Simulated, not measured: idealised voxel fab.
process module | voxel self aligned vias
Shown is cross-section cut, with a width of 300 nm and square cells of size 5 nm.
A cross-section in this document is a grid of square cells, and it is written down as bands, the top band listed before the ones below it; a band is made up of one or more rows of cells.
Read a band's entry like this: the first values are the height of its top and the height of its bottom in nm, and what follows is the sequence of materials from left to right, each with its width in nm. Note that "blank" is empty space, and that a single material marked "throughout" reaches across the band from edge to edge.
The reference from which all heights are counted is 0, the level beneath which the as-received wafer is entirely one material; the lowest band, having no lower bound, proceeds downward and is written after the example "0 nm and below".
The width entry "30 to 40" should be interpreted row by row: the top row of cells in the band takes the first number, the bottom row takes the second number, and the change between adjacent rows is uniform throughout.
"no modifications" means the step left every cell of the cross-section as it was.
Look at "Fully sealed cavities" for the closed voids: empty spaces with no open path to the top, sized 8 cells or up. Each is width x height at distance, distance from the left edge, all nm.
Note: text after step settings on the step line = simulator remark on that step.
Regarding "overlay nm": on a step with a mask, it is the distance the mask lay to the right of its planned place; a negative value places it to the left.

-- Steps in the process plan
- 1: RECEIVE with material Si
- 2: CONFORMAL_DEP with material SiO2, thk nm 15
- 3: CONFORMAL_DEP with material SiCN, thk nm 5
- 4: DIRECTIONAL_DEP with material lowk, thk nm 30
- 5: MASKED_ETCH with tone open, mask id LINES, width nm 20, pitch nm 65, etch materials lowk, depth nm 30, overlay nm 0
- 6: CONFORMAL_DEP with material TiN, thk nm 5
- 7: FILL_DEP with material W, thk nm 10
- 8: CMP with height nm 50
- 9: SELECTIVE_ETCH with etch materials W Ru TiN, depth nm 5
- 10: FILL_DEP with material SiN, thk nm 10
- 11: CMP with height nm 50
- 12: DIRECTIONAL_DEP with material lowk, thk nm 15
- 13: PATTERN with tone open, mask id VIAS, material resist, width nm 40, pitch nm 65, thk nm 15, overlay nm 0
- 14: DIRECTIONAL_ETCH with etch materials lowk, depth nm 15
- 15: DIRECTIONAL_ETCH with etch materials SiN, depth nm 5
- 16: STRIP with etch materials resist
- 17: CONFORMAL_DEP with material TiN, thk nm 5
- 18: FILL_DEP with material Cu, thk nm 10
- 19: CMP with height nm 65
- 20: CONFORMAL_DEP with material SiN, thk nm 5

-- Wafer as received: cross-section following step 1
> 0 nm and below | Si throughout
> Fully sealed cavities: none

-- Cross-section, first of two wafers, end of module, run as planned
> 70 nm to 65 nm | SiN throughout
> 65 nm to 55 nm | lowk (65); TiN (5); Cu (30); TiN (5); lowk (25); TiN (5); Cu (30); TiN (5); lowk (25); TiN (5); Cu (30); TiN (5); lowk (65)
> 55 nm to 50 nm | lowk (65); TiN (15); Cu (10); TiN (15); lowk (25); TiN (15); Cu (10); TiN (15); lowk (25); TiN (15); Cu (10); TiN (15); lowk (65)
> 50 nm to 45 nm | lowk (75); TiN (20); lowk (45); TiN (20); lowk (45); TiN (20); lowk (75)
> 45 nm to 25 nm | lowk (75); TiN (5); W (10); TiN (5); lowk (45); TiN (5); W (10); TiN (5); lowk (45); TiN (5); W (10); TiN (5); lowk (75)
> 25 nm to 20 nm | lowk (75); TiN (20); lowk (45); TiN (20); lowk (45); TiN (20); lowk (75)
> 20 nm to 15 nm | SiCN throughout
> 15 nm to 0 nm | SiO2 throughout
> 0 nm and below | Si throughout
> Fully sealed cavities: none

-- Wafer two, end of module, cross-section. Same start, same plan as wafer one. One mistake in the run
> 70 nm to 65 nm | SiN throughout
> 65 nm to 55 nm | Cu (60); TiN (5); lowk (40); TiN (5); Cu (15); TiN (5); lowk (40); TiN (5); Cu (15); TiN (5); lowk (40); TiN (5); Cu (60)
> 55 nm to 50 nm | TiN (65); lowk (40); TiN (25); lowk (40); TiN (25); lowk (40); TiN (65)
> 50 nm to 45 nm | lowk (75); SiN (20); lowk (45); SiN (20); lowk (45); SiN (20); lowk (75)
> 45 nm to 25 nm | lowk (75); TiN (5); W (10); TiN (5); lowk (45); TiN (5); W (10); TiN (5); lowk (45); TiN (5); W (10); TiN (5); lowk (75)
> 25 nm to 20 nm | lowk (75); TiN (20); lowk (45); TiN (20); lowk (45); TiN (20); lowk (75)
> 20 nm to 15 nm | SiCN throughout
> 15 nm to 0 nm | SiO2 throughout
> 0 nm and below | Si throughout
> Fully sealed cavities: none
The mistake made against the process plan was this: rather than as planned, step 13 actually ran as PATTERN with tone cover, mask id VIAS, material resist, width nm 40, pitch nm 65, thk nm 15, overlay nm 0
Wrapping up, a cell-based count of both wafers puts the second over or under the first for these materials: Cu +18 | SiN +12 | TiN +6 | lowk -36
